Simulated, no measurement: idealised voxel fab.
process module | voxel local oxidation
cross-section cut | 290 nm wide | cells 5 nm
A cross-section is a grid of square cells, given in bands from the top down. A band is one or more rows of cells.
Each band's line starts with the height of the band's top and of its bottom, in nm. Then come its materials from left to right, each with its width in nm. One material with "throughout" fills the band from edge to edge. "air" is empty space.
Height 0 is the level under which the wafer as received is all one material. The lowest band goes on downwards, as in "0 down".
A width such as "30 to 40" changes by the same amount from each row of cells to the next, from the band's top row to its bottom row.
"no change" after a step means that no cell of the cross-section changed.
closed voids: empty space of 8 cells or more with no open way to the top, each as width x height at its distance from the left edge, in nm
after a step's settings: what the simulator itself notes on the step
overlay nm, on a step with a mask: how far to the right of its planned place the mask lay; to the left if negative
plan
1 op RECEIVE | material Si
2 op OXIDIZE | depth nm 5
3 op CONFORMAL_DEP | material SiN | thk nm 15
4 op DIRECTIONAL_DEP | material aC | thk nm 15
5 op PATTERN | tone cover | mask id ACTIVE | material resist | width nm 110 | thk nm 35 | overlay nm 0
6 op DIRECTIONAL_ETCH | etch materials aC | depth nm 15
7 op STRIP | etch materials resist
8 op DIRECTIONAL_ETCH | etch materials SiN | depth nm 15
9 op STRIP | etch materials aC
10 op SELECTIVE_ETCH | etch materials SiO2 | depth nm 5
11 op OXIDIZE | depth nm 15
12 op STRIP | etch materials SiN
as received, after step 1
  0 down: Si throughout
  closed voids: none
a wafer at the end: this start, this plan, one mistake
  0 to -5: SiO2 85 | air 120 | SiO2 85
  -5 to -20: Si 70 | SiO2 150 | Si 70
  -20 down: Si throughout
  closed voids: none
what went wrong: step 5 ran as: op PATTERN | tone open | mask id ACTIVE | material resist | width nm 110 | thk nm 35 | overlay nm 0
